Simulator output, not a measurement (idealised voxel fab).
process module | voxel self aligned vias
cross-section cut | 280 nm wide | cells 5 nm
A cross-section is a grid of square cells, given in bands from the top down. A band is one or more rows of cells.
Each band's line starts with the height of the band's top and of its bottom, in nm. Then come its materials from left to right, each with its width in nm. One material with "throughout" fills the band from edge to edge. "air" is empty space.
Height 0 is the level under which the wafer as received is all one material. The lowest band goes on downwards, as in "0 down".
A width such as "30 to 40" changes by the same amount from each row of cells to the next, from the band's top row to its bottom row.
"no change" after a step means that no cell of the cross-section changed.
closed voids: empty space of 8 cells or more with no open way to the top, each as width x height at its distance from the left edge, in nm
after a step's settings: what the simulator itself notes on the step
overlay nm, on a step with a mask: how far to the right of its planned place the mask lay; to the left if negative
plan
1 op RECEIVE | material Si
2 op CONFORMAL_DEP | material SiO2 | thk nm 15
3 op CONFORMAL_DEP | material SiCN | thk nm 5
4 op DIRECTIONAL_DEP | material SiO2 | thk nm 20
5 op MASKED_ETCH | tone open | mask id LINES | width nm 20 | pitch nm 45 | etch materials SiO2 | depth nm 20 | overlay nm 0
6 op CONFORMAL_DEP | material TiN | thk nm 5
7 op FILL_DEP | material W | thk nm 5
8 op CMP | height nm 40
9 op SELECTIVE_ETCH | etch materials W Ru TiN | depth nm 5
10 op FILL_DEP | material SiN | thk nm 10
11 op CMP | height nm 40
12 op DIRECTIONAL_DEP | material SiO2 | thk nm 15
13 op DIRECTIONAL_DEP | material aC | thk nm 10
14 op PATTERN | tone open | mask id VIAS | material resist | width nm 30 | pitch nm 45 | thk nm 25 | overlay nm 0
15 op DIRECTIONAL_ETCH | etch materials aC | depth nm 10
16 op STRIP | etch materials resist
17 op DIRECTIONAL_ETCH | etch materials SiO2 | depth nm 15
18 op DIRECTIONAL_ETCH | etch materials SiN | depth nm 5
19 op STRIP | etch materials aC
20 op CONFORMAL_DEP | material TiN | thk nm 5
21 op FILL_DEP | material W | thk nm 5
22 op CMP | height nm 55
23 op CONFORMAL_DEP | material SiCN | thk nm 5
first wafer, as planned
as received, after step 1
  0 down: Si throughout
  closed voids: none
after step 2
  15 to 0: SiO2 throughout
  below 0: unchanged
after step 3
  20 to 15: SiCN throughout
  below 15: unchanged
after step 4
  40 to 20: SiO2 throughout
  below 20: unchanged
after step 5
  40 to 20: SiO2 85 | air 20 | SiO2 25 | air 20 | SiO2 25 | air 20 | SiO2 85
  below 20: unchanged
after step 6
  45 to 40: TiN 90 | air 10 | TiN 35 | air 10 | TiN 35 | air 10 | TiN 90
  40 to 25: SiO2 85 | TiN 5 | air 10 | TiN 5 | SiO2 25 | TiN 5 | air 10 | TiN 5 | SiO2 25 | TiN 5 | air 10 | TiN 5 | SiO2 85
  25 to 20: SiO2 85 | TiN 20 | SiO2 25 | TiN 20 | SiO2 25 | TiN 20 | SiO2 85
  below 20: unchanged
after step 7
  50 to 45: W throughout
  45 to 40: TiN 90 | W 10 | TiN 35 | W 10 | TiN 35 | W 10 | TiN 90
  40 to 25: SiO2 85 | TiN 5 | W 10 | TiN 5 | SiO2 25 | TiN 5 | W 10 | TiN 5 | SiO2 25 | TiN 5 | W 10 | TiN 5 | SiO2 85
  below 25: unchanged
after step 8
  40 to 25: SiO2 85 | TiN 5 | W 10 | TiN 5 | SiO2 25 | TiN 5 | W 10 | TiN 5 | SiO2 25 | TiN 5 | W 10 | TiN 5 | SiO2 85
  below 25: unchanged
after step 9
  40 to 35: SiO2 85 | air 20 | SiO2 25 | air 20 | SiO2 25 | air 20 | SiO2 85
  below 35: unchanged
after step 10
  50 to 40: SiN throughout
  40 to 35: SiO2 85 | SiN 20 | SiO2 25 | SiN 20 | SiO2 25 | SiN 20 | SiO2 85
  below 35: unchanged
after step 11
  40 to 35: SiO2 85 | SiN 20 | SiO2 25 | SiN 20 | SiO2 25 | SiN 20 | SiO2 85
  below 35: unchanged
after step 12
  55 to 40: SiO2 throughout
  below 40: unchanged
after step 13
  65 to 55: aC throughout
  below 55: unchanged
after step 14
  90 to 65: resist 80 | air 30 | resist 15 | air 30 | resist 15 | air 30 | resist 80
  below 65: unchanged
after step 15
  80 to 65: resist 80 | air 30 | resist 15 | air 30 | resist 15 | air 30 | resist 80
  65 to 55: aC 80 | air 30 | aC 15 | air 30 | aC 15 | air 30 | aC 80
  below 55: unchanged
after step 16
  65 to 55: aC 80 | air 30 | aC 15 | air 30 | aC 15 | air 30 | aC 80
  below 55: unchanged
after step 17
  65 to 55: aC 80 | air 30 | aC 15 | air 30 | aC 15 | air 30 | aC 80
  55 to 40: SiO2 80 | air 30 | SiO2 15 | air 30 | SiO2 15 | air 30 | SiO2 80
  below 40: unchanged
after step 18
  65 to 55: aC 80 | air 30 | aC 15 | air 30 | aC 15 | air 30 | aC 80
  55 to 40: SiO2 80 | air 30 | SiO2 15 | air 30 | SiO2 15 | air 30 | SiO2 80
  40 to 35: SiO2 85 | air 20 | SiO2 25 | air 20 | SiO2 25 | air 20 | SiO2 85
  below 35: unchanged
after step 19
  55 to 40: SiO2 80 | air 30 | SiO2 15 | air 30 | SiO2 15 | air 30 | SiO2 80
  below 40: unchanged
after step 20
  60 to 55: TiN 85 | air 20 | TiN 25 | air 20 | TiN 25 | air 20 | TiN 85
  55 to 45: SiO2 80 | TiN 5 | air 20 | TiN 5 | SiO2 15 | TiN 5 | air 20 | TiN 5 | SiO2 15 | TiN 5 | air 20 | TiN 5 | SiO2 80
  45 to 40: SiO2 80 | TiN 10 | air 10 | TiN 10 | SiO2 15 | TiN 10 | air 10 | TiN 10 | SiO2 15 | TiN 10 | air 10 | TiN 10 | SiO2 80
  40 to 35: SiO2 85 | TiN 20 | SiO2 25 | TiN 20 | SiO2 25 | TiN 20 | SiO2 85
  below 35: unchanged
after step 21
  65 to 60: W throughout
  60 to 55: TiN 85 | W 20 | TiN 25 | W 20 | TiN 25 | W 20 | TiN 85
  55 to 45: SiO2 80 | TiN 5 | W 20 | TiN 5 | SiO2 15 | TiN 5 | W 20 | TiN 5 | SiO2 15 | TiN 5 | W 20 | TiN 5 | SiO2 80
  45 to 40: SiO2 80 | TiN 10 | W 10 | TiN 10 | SiO2 15 | TiN 10 | W 10 | TiN 10 | SiO2 15 | TiN 10 | W 10 | TiN 10 | SiO2 80
  below 40: unchanged
after step 22
  55 to 45: SiO2 80 | TiN 5 | W 20 | TiN 5 | SiO2 15 | TiN 5 | W 20 | TiN 5 | SiO2 15 | TiN 5 | W 20 | TiN 5 | SiO2 80
  below 45: unchanged
after step 23
  60 to 55: SiCN throughout
  below 55: unchanged
second wafer: like start, like plan, one mistake. Through step 4 it matches the first wafer
when step 5 should have ended
  40 to 20: air 85 | SiO2 20 | air 25 | SiO2 20 | air 25 | SiO2 20 | air 85
  below 20: unchanged
when step 6 should have ended
  45 to 40: air 80 | TiN 30 | air 15 | TiN 30 | air 15 | TiN 30 | air 80
  40 to 25: air 80 | TiN 5 | SiO2 20 | TiN 5 | air 15 | TiN 5 | SiO2 20 | TiN 5 | air 15 | TiN 5 | SiO2 20 | TiN 5 | air 80
  25 to 20: TiN 85 | SiO2 20 | TiN 25 | SiO2 20 | TiN 25 | SiO2 20 | TiN 85
  below 20: unchanged
when step 7 should have ended
  50 to 45: W throughout
  45 to 40: W 80 | TiN 30 | W 15 | TiN 30 | W 15 | TiN 30 | W 80
  40 to 25: W 80 | TiN 5 | SiO2 20 | TiN 5 | W 15 | TiN 5 | SiO2 20 | TiN 5 | W 15 | TiN 5 | SiO2 20 | TiN 5 | W 80
  below 25: unchanged
when step 8 should have ended
  40 to 25: W 80 | TiN 5 | SiO2 20 | TiN 5 | W 15 | TiN 5 | SiO2 20 | TiN 5 | W 15 | TiN 5 | SiO2 20 | TiN 5 | W 80
  below 25: unchanged
when step 9 should have ended
  40 to 35: air 85 | SiO2 20 | air 25 | SiO2 20 | air 25 | SiO2 20 | air 85
  below 35: unchanged
when step 10 should have ended
  50 to 40: SiN throughout
  40 to 35: SiN 85 | SiO2 20 | SiN 25 | SiO2 20 | SiN 25 | SiO2 20 | SiN 85
  below 35: unchanged
when step 11 should have ended
  40 to 35: SiN 85 | SiO2 20 | SiN 25 | SiO2 20 | SiN 25 | SiO2 20 | SiN 85
  below 35: unchanged
when step 12 should have ended
  55 to 40: SiO2 throughout
  below 40: unchanged
when step 13 should have ended
  65 to 55: aC throughout
  below 55: unchanged
when step 14 should have ended
  90 to 65: resist 80 | air 30 | resist 15 | air 30 | resist 15 | air 30 | resist 80
  below 65: unchanged
when step 15 should have ended
  80 to 65: resist 80 | air 30 | resist 15 | air 30 | resist 15 | air 30 | resist 80
  65 to 55: aC 80 | air 30 | aC 15 | air 30 | aC 15 | air 30 | aC 80
  below 55: unchanged
when step 16 should have ended
  65 to 55: aC 80 | air 30 | aC 15 | air 30 | aC 15 | air 30 | aC 80
  below 55: unchanged
when step 17 should have ended
  65 to 55: aC 80 | air 30 | aC 15 | air 30 | aC 15 | air 30 | aC 80
  55 to 40: SiO2 80 | air 30 | SiO2 15 | air 30 | SiO2 15 | air 30 | SiO2 80
  below 40: unchanged
when step 18 should have ended
  65 to 55: aC 80 | air 30 | aC 15 | air 30 | aC 15 | air 30 | aC 80
  55 to 40: SiO2 80 | air 30 | SiO2 15 | air 30 | SiO2 15 | air 30 | SiO2 80
  40 to 35: SiN 80 | air 5 | SiO2 20 | air 5 | SiN 15 | air 5 | SiO2 20 | air 5 | SiN 15 | air 5 | SiO2 20 | air 5 | SiN 80
  below 35: unchanged
when step 19 should have ended
  55 to 40: SiO2 80 | air 30 | SiO2 15 | air 30 | SiO2 15 | air 30 | SiO2 80
  below 40: unchanged
when step 20 should have ended
  60 to 55: TiN 85 | air 20 | TiN 25 | air 20 | TiN 25 | air 20 | TiN 85
  55 to 45: SiO2 80 | TiN 5 | air 20 | TiN 5 | SiO2 15 | TiN 5 | air 20 | TiN 5 | SiO2 15 | TiN 5 | air 20 | TiN 5 | SiO2 80
  45 to 40: SiO2 80 | TiN 30 | SiO2 15 | TiN 30 | SiO2 15 | TiN 30 | SiO2 80
  40 to 35: SiN 80 | TiN 5 | SiO2 20 | TiN 5 | SiN 15 | TiN 5 | SiO2 20 | TiN 5 | SiN 15 | TiN 5 | SiO2 20 | TiN 5 | SiN 80
  below 35: unchanged
when step 21 should have ended
  65 to 60: W throughout
  60 to 55: TiN 85 | W 20 | TiN 25 | W 20 | TiN 25 | W 20 | TiN 85
  55 to 45: SiO2 80 | TiN 5 | W 20 | TiN 5 | SiO2 15 | TiN 5 | W 20 | TiN 5 | SiO2 15 | TiN 5 | W 20 | TiN 5 | SiO2 80
  below 45: unchanged
when step 22 should have ended
  55 to 45: SiO2 80 | TiN 5 | W 20 | TiN 5 | SiO2 15 | TiN 5 | W 20 | TiN 5 | SiO2 15 | TiN 5 | W 20 | TiN 5 | SiO2 80
  below 45: unchanged
when step 23 should have ended
  60 to 55: SiCN throughout
  below 55: unchanged
what went wrong: step 5 ran as: op MASKED_ETCH | tone cover | mask id LINES | width nm 20 | pitch nm 45 | etch materials SiO2 | depth nm 20 | overlay nm 0
at the end the second wafer has, in cells: 38 more of SiN | 128 fewer of SiO2 | 32 more of TiN | 58 more of W
